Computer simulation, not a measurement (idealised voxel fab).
Module name: voxel air gaps (process module)
Displayed cross-section: cut, width of 185 nm, square cells sized 5 nm.
Think of the cross-section as a grid of square cells. We describe it in bands, top to bottom, and each band covers one or more rows of those cells. Top height, bottom height, nm. Materials left to right, width each, nm. Single material + "edge to edge" = fills band edge to edge. "blank" = empty. Basically, 0 is our baseline, since under it the wafer straight out of the box is all one material. The bottom band has no lower end and keeps on going down, so it looks like "0 and below". You'd read "30..40" like this: the band's top row of cells is as wide as the first number, its bottom row is as wide as the second, and going down, every row changes width by the same amount as the row before did. "no alterations made", as given for a step, is the statement that not any cell of the cross-section underwent a change during that step. Empty spaces counting at least 8 cells and having no open way to the top are listed in "Unvented voids". The notation width x height at distance is used for each, the distance being from the left edge and all three values in nm. Note: text after step settings on the step line = simulator remark on that step. Each step line may optionally specify "overlay nm", which for a step with a mask gives the rightward distance between the mask's planned place and where it lay, a negative value indicating the leftward direction.
-- Steps in the process plan
1. op RECEIVE | material Si
2. op CONFORMAL_DEP | material SiO2 | thk nm 10
3. op CONFORMAL_DEP | material SiN | thk nm 5
4. op DIRECTIONAL_DEP | material lowk | thk nm 30
5. op PATTERN | tone open | mask id LINES | material resist | width nm 20 | pitch nm 45 | thk nm 15 | overlay nm 0
6. op DIRECTIONAL_ETCH | etch materials lowk | depth nm 30
7. op STRIP | etch materials resist
8. op CONFORMAL_DEP | material TiN | thk nm 5
9. op FILL_DEP | material W | thk nm 10
10. op CMP | height nm 45
11. op EPI | material Ru | thk nm 10
12. op SELECTIVE_ETCH | etch materials lowk | depth nm 40
13. op CONFORMAL_DEP | material SiN | thk nm 5
-- The cross-section here shows the wafer as received, i.e. in its state after step 1
- 0 and below  Si edge to edge
- Unvented voids: none
-- Starting wafer: above. Plan: above. Run: one mistake. Cross-section after the module: below
- 60 down to 55  SiN edge to edge
- 55 down to 45  Ru edge to edge
- 45 down to 20  W 30 nm; TiN 5 nm; lowk 20 nm; TiN 5 nm; W 15 nm; TiN 5 nm; lowk 20 nm; TiN 5 nm; W 15 nm; TiN 5 nm; lowk 20 nm; TiN 5 nm; W 35 nm
- 20 down to 15  TiN 35 nm; lowk 20 nm; TiN 25 nm; lowk 20 nm; TiN 25 nm; lowk 20 nm; TiN 40 nm
- 15 down to 10  SiN edge to edge
- 10 down to 0  SiO2 edge to edge
- 0 and below  Si edge to edge
- Unvented voids: none
The mistake made against the process plan was this: step 5 was processed under conditions differing from the plan, specifically as op PATTERN | tone cover | mask id LINES | material resist | width nm 20 | pitch nm 45 | thk nm 15 | overlay nm 0
